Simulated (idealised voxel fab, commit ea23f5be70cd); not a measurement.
A process module follows: voxel self aligned contacts.
Pictured: cross-section cut, 175 nm wide, on a grid of 5 nm square cells.
In this document a cross-section is written as a grid of square cells. It is given as a series of bands, listed from the top down, and a band is one or more rows of cells.
Read a band's entry like this: the first values are the height of its top and the height of its bottom in nm, and what follows is the sequence of materials from left to right, each with its width in nm. Note that "empty" is empty space, and that a single material marked "full width" reaches across the band from edge to edge.
All heights in this document are referenced to 0, defined as the level beneath which the wafer, as received, consists entirely of one material. The lowest band is not bounded below; it extends indefinitely downward and is written in the form "0 and below".
Per-row width for "30..40": begins at first number (top row of band), ends at second number (bottom row), increment between rows held constant.
"nothing got changed" after a step means that no cell of the cross-section changed.
"Closed void catalog" - sealed voids, min. 8 cells, no opening to top; format: width x height at distance (distance from left edge; nm throughout).
Where a step's line continues beyond its settings, the continuation is a remark by the simulator itself on that step.
The setting "overlay nm" may be written on the line of a step. When the step uses a mask, the value reports how far to the right of the planned place the mask lay, and a negative value reports that it lay to the left.
List of planned process steps:
1,RECEIVE,material Si
2,OXIDIZE,depth nm 5
3,DIRECTIONAL_DEP,material polySi,thk nm 25
4,DIRECTIONAL_DEP,material SiN,thk nm 20
5,MASKED_ETCH,tone cover,mask id GATE,width nm 25,pitch nm 65,etch materials SiN,depth nm 20,overlay nm 0
6,MASKED_ETCH,tone cover,mask id GATE,width nm 25,pitch nm 65,etch materials polySi,depth nm 25,overlay nm 0
7,CONFORMAL_DEP,material SiN,thk nm 10
8,DIRECTIONAL_ETCH,etch materials SiN,depth nm 10
9,FILL_DEP,material SiO2,thk nm 10
10,CMP,height nm 50
11,PATTERN,tone open,mask id CONTACT,material resist,width nm 50,thk nm 15,overlay nm 0
12,DIRECTIONAL_ETCH,etch materials SiO2,depth nm 55
13,STRIP,etch materials resist
14,CONFORMAL_DEP,material TiN,thk nm 5
15,FILL_DEP,material W,thk nm 10
16,CMP,height nm 50
17,CONFORMAL_DEP,material SiCN,thk nm 5
So, the first of our two wafers, run just as we planned it:
As received (post step 1): cross-section:
> 0 and below = Si full width
> Closed void catalog: none
Step 2 done - wafer cross-section:
> 0 down to -5 = SiO2 full width
> Nothing below the height -5 has changed.
Step 3 done - wafer cross-section:
> 25 down to 0 = polySi full width
> Nothing below the height 0 has changed.
Step 4 done - wafer cross-section:
> 45 down to 25 = SiN full width
> Nothing below the height 25 has changed.
Step 5 done - wafer cross-section:
> 45 down to 25 = empty=40  SiN=25  empty=40  SiN=25  empty=45
> Nothing below the height 25 has changed.
Step 6 done - wafer cross-section:
> 45 down to 25 = empty=40  SiN=25  empty=40  SiN=25  empty=45
> 25 down to 0 = empty=40  polySi=25  empty=40  polySi=25  empty=45
> Nothing below the height 0 has changed.
Step 7 done - wafer cross-section:
> 55 down to 25 = empty=30  SiN=45  empty=20  SiN=45  empty=35
> 25 down to 10 = empty=30  SiN=10  polySi=25  SiN=10  empty=20  SiN=10  polySi=25  SiN=10  empty=35
> 10 down to 0 = SiN=40  polySi=25  SiN=40  polySi=25  SiN=45
> Nothing below the height 0 has changed.
Step 8 done - wafer cross-section:
> 45 down to 25 = empty=30  SiN=45  empty=20  SiN=45  empty=35
> 25 down to 0 = empty=30  SiN=10  polySi=25  SiN=10  empty=20  SiN=10  polySi=25  SiN=10  empty=35
> Nothing below the height 0 has changed.
Step 9 done - wafer cross-section:
> 55 down to 45 = SiO2 full width
> 45 down to 25 = SiO2=30  SiN=45  SiO2=20  SiN=45  SiO2=35
> 25 down to 0 = SiO2=30  SiN=10  polySi=25  SiN=10  SiO2=20  SiN=10  polySi=25  SiN=10  SiO2=35
> Nothing below the height 0 has changed.
Step 10 done - wafer cross-section:
> 50 down to 45 = SiO2 full width
> Nothing below the height 45 has changed.
Step 11 done - wafer cross-section:
> 65 down to 50 = resist=60  empty=50  resist=65
> Nothing below the height 50 has changed.
Step 12 done - wafer cross-section:
> 65 down to 50 = resist=60  empty=50  resist=65
> 50 down to 45 = SiO2=60  empty=50  SiO2=65
> 45 down to 25 = SiO2=30  SiN=45  empty=20  SiN=45  SiO2=35
> 25 down to 0 = SiO2=30  SiN=10  polySi=25  SiN=10  empty=20  SiN=10  polySi=25  SiN=10  SiO2=35
> 0 down to -5 = SiO2=75  empty=20  SiO2=80
> Nothing below the height -5 has changed.
Step 13 done - wafer cross-section:
> 50 down to 45 = SiO2=60  empty=50  SiO2=65
> Nothing below the height 45 has changed.
Step 14 done - wafer cross-section:
> 55 down to 50 = TiN=65  empty=40  TiN=70
> 50 down to 45 = SiO2=60  TiN=20  empty=10  TiN=20  SiO2=65
> 45 down to 25 = SiO2=30  SiN=45  TiN=5  empty=10  TiN=5  SiN=45  SiO2=35
> 25 down to 0 = SiO2=30  SiN=10  polySi=25  SiN=10  TiN=5  empty=10  TiN=5  SiN=10  polySi=25  SiN=10  SiO2=35
> 0 down to -5 = SiO2=75  TiN=20  SiO2=80
> Nothing below the height -5 has changed.
Step 15 done - wafer cross-section:
> 65 down to 55 = W full width
> 55 down to 50 = TiN=65  W=40  TiN=70
> 50 down to 45 = SiO2=60  TiN=20  W=10  TiN=20  SiO2=65
> 45 down to 25 = SiO2=30  SiN=45  TiN=5  W=10  TiN=5  SiN=45  SiO2=35
> 25 down to 0 = SiO2=30  SiN=10  polySi=25  SiN=10  TiN=5  W=10  TiN=5  SiN=10  polySi=25  SiN=10  SiO2=35
> Nothing below the height 0 has changed.
Step 16 done - wafer cross-section:
> 50 down to 45 = SiO2=60  TiN=20  W=10  TiN=20  SiO2=65
> Nothing below the height 45 has changed.
Step 17 done - wafer cross-section:
> 55 down to 50 = SiCN full width
> Nothing below the height 50 has changed.
The second wafer: identical to the first at the outset and in its planned sequence, differing only in that one mistake was made during processing; up to and including step 1, its path is the first wafer's path:
Cross-sectional representation of the second wafer at the time designated in the plan for the completion of step 2: nothing got changed
Cross-sectional representation of the second wafer at the time designated in the plan for the completion of step 3:
> 25 down to 0 = polySi full width
> Nothing below the height 0 has changed.
Cross-sectional representation of the second wafer at the time designated in the plan for the completion of step 4:
> 45 down to 25 = SiN full width
> Nothing below the height 25 has changed.
Cross-sectional representation of the second wafer at the time designated in the plan for the completion of step 5:
> 45 down to 25 = empty=40  SiN=25  empty=40  SiN=25  empty=45
> Nothing below the height 25 has changed.
Cross-sectional representation of the second wafer at the time designated in the plan for the completion of step 6:
> 45 down to 25 = empty=40  SiN=25  empty=40  SiN=25  empty=45
> 25 down to 0 = empty=40  polySi=25  empty=40  polySi=25  empty=45
> Nothing below the height 0 has changed.
Cross-sectional representation of the second wafer at the time designated in the plan for the completion of step 7:
> 55 down to 25 = empty=30  SiN=45  empty=20  SiN=45  empty=35
> 25 down to 10 = empty=30  SiN=10  polySi=25  SiN=10  empty=20  SiN=10  polySi=25  SiN=10  empty=35
> 10 down to 0 = SiN=40  polySi=25  SiN=40  polySi=25  SiN=45
> Nothing below the height 0 has changed.
Cross-sectional representation of the second wafer at the time designated in the plan for the completion of step 8:
> 45 down to 25 = empty=30  SiN=45  empty=20  SiN=45  empty=35
> 25 down to 0 = empty=30  SiN=10  polySi=25  SiN=10  empty=20  SiN=10  polySi=25  SiN=10  empty=35
> Nothing below the height 0 has changed.
Cross-sectional representation of the second wafer at the time designated in the plan for the completion of step 9:
> 55 down to 45 = SiO2 full width
> 45 down to 25 = SiO2=30  SiN=45  SiO2=20  SiN=45  SiO2=35
> 25 down to 0 = SiO2=30  SiN=10  polySi=25  SiN=10  SiO2=20  SiN=10  polySi=25  SiN=10  SiO2=35
> Nothing below the height 0 has changed.
Cross-sectional representation of the second wafer at the time designated in the plan for the completion of step 10:
> 50 down to 45 = SiO2 full width
> Nothing below the height 45 has changed.
Cross-sectional representation of the second wafer at the time designated in the plan for the completion of step 11:
> 65 down to 50 = resist=60  empty=50  resist=65
> Nothing below the height 50 has changed.
Cross-sectional representation of the second wafer at the time designated in the plan for the completion of step 12:
> 65 down to 50 = resist=60  empty=50  resist=65
> 50 down to 45 = SiO2=60  empty=50  SiO2=65
> 45 down to 25 = SiO2=30  SiN=45  empty=20  SiN=45  SiO2=35
> 25 down to 0 = SiO2=30  SiN=10  polySi=25  SiN=10  empty=20  SiN=10  polySi=25  SiN=10  SiO2=35
> Nothing below the height 0 has changed.
Cross-sectional representation of the second wafer at the time designated in the plan for the completion of step 13:
> 50 down to 45 = SiO2=60  empty=50  SiO2=65
> Nothing below the height 45 has changed.
Cross-sectional representation of the second wafer at the time designated in the plan for the completion of step 14:
> 55 down to 50 = TiN=65  empty=40  TiN=70
> 50 down to 45 = SiO2=60  TiN=20  empty=10  TiN=20  SiO2=65
> 45 down to 25 = SiO2=30  SiN=45  TiN=5  empty=10  TiN=5  SiN=45  SiO2=35
> 25 down to 5 = SiO2=30  SiN=10  polySi=25  SiN=10  TiN=5  empty=10  TiN=5  SiN=10  polySi=25  SiN=10  SiO2=35
> 5 down to 0 = SiO2=30  SiN=10  polySi=25  SiN=10  TiN=20  SiN=10  polySi=25  SiN=10  SiO2=35
> Nothing below the height 0 has changed.
Cross-sectional representation of the second wafer at the time designated in the plan for the completion of step 15:
> 65 down to 55 = W full width
> 55 down to 50 = TiN=65  W=40  TiN=70
> 50 down to 45 = SiO2=60  TiN=20  W=10  TiN=20  SiO2=65
> 45 down to 25 = SiO2=30  SiN=45  TiN=5  W=10  TiN=5  SiN=45  SiO2=35
> 25 down to 5 = SiO2=30  SiN=10  polySi=25  SiN=10  TiN=5  W=10  TiN=5  SiN=10  polySi=25  SiN=10  SiO2=35
> Nothing below the height 5 has changed.
Cross-sectional representation of the second wafer at the time designated in the plan for the completion of step 16:
> 50 down to 45 = SiO2=60  TiN=20  W=10  TiN=20  SiO2=65
> Nothing below the height 45 has changed.
Cross-sectional representation of the second wafer at the time designated in the plan for the completion of step 17:
> 55 down to 50 = SiCN full width
> Nothing below the height 50 has changed.
Diagnosis: step 2 of the plan never got run, it was skipped over
In the final state, the cell counts of the second wafer exceed or fall short of those of the first for the following materials: Si +35, SiO2 -31, TiN -2, W -2
